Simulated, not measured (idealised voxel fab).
Process module name: voxel double patterning
It is cross-section cut that appears here, measuring 225 nm in width, its square cells being 5 nm in size.
This document writes a cross-section as a grid whose cells are square, and gives it as bands, listed from the top down; one or more rows of cells form a band. Per band: top height and bottom height in nm, followed by the left-to-right materials and their widths in nm; "everywhere" marks a single material spanning edge to edge, "blank" marks empty space. Height reference: 0 = level under which incoming wafer is all one material. Lowest band: no bottom, runs on downward, e.g. "from 0 down". It should be noted that a width expressed as "30..40" varies in equal increments from row to row of cells within the band, taking the value of the first number at the top row and that of the second number at the bottom row. The cross-section has no changed cell in any step marked "nothing got changed". The list in "Internal closed voids" covers empty spaces of 8 cells or more that cannot reach the top through any open way, and it gives each as width x height at distance; the distance is from the left edge, and width, height and distance are in nm. after a step's settings: what the simulator itself notes on the step. On any step carrying a mask, the "overlay nm" setting, if present on the step's line, tells how far right of its planned place the mask lay; negative values point to the left.
### plan
1 RECEIVE | material Si
2 CONFORMAL_DEP | material SiO2 | thk nm 5
3 DIRECTIONAL_DEP | material W | thk nm 20
4 DIRECTIONAL_DEP | material SiCN | thk nm 5
5 DIRECTIONAL_DEP | material aC | thk nm 15
6 PATTERN | tone open | mask id FIRST | material resist | width nm 15 | pitch nm 50 | thk nm 35 | overlay nm 0
7 DIRECTIONAL_ETCH | etch materials aC | depth nm 15
8 STRIP | etch materials resist
9 DIRECTIONAL_ETCH | etch materials SiCN | depth nm 10
10 STRIP | etch materials aC
11 DIRECTIONAL_DEP | material aC | thk nm 10
12 PATTERN | tone open | mask id SECOND | material resist | width nm 15 | thk nm 25 | overlay nm 0
13 DIRECTIONAL_ETCH | etch materials aC | depth nm 10
14 STRIP | etch materials resist
15 DIRECTIONAL_ETCH | etch materials SiCN | depth nm 10
16 STRIP | etch materials aC
17 DIRECTIONAL_ETCH | etch materials W | depth nm 20
18 STRIP | etch materials SiCN
Keep in mind the plan's value for the thk nm of step 4 comes from the first wafer; the wafers don't share that setting, but they do share the same starting point.
### Step 1 complete: as-received cross-section of the first of several wafers
* from 0 down = Si everywhere
* Internal closed voids: none
### Take any row and you have a wafer at the end of the module: how many cells of each material it has gained (+) or lost (-) since it was received, and then its closed voids
thk nm 5; +45 SiO2; +144 W; Internal closed voids: none
thk nm 10; +45 SiO2; +144 W; Internal closed voids: none
thk nm 15; +45 SiO2; +180 W; Internal closed voids: none
thk nm 20; +45 SiO2; +180 W; Internal closed voids: none
thk nm 25; +45 SiO2; +180 W; Internal closed voids: none
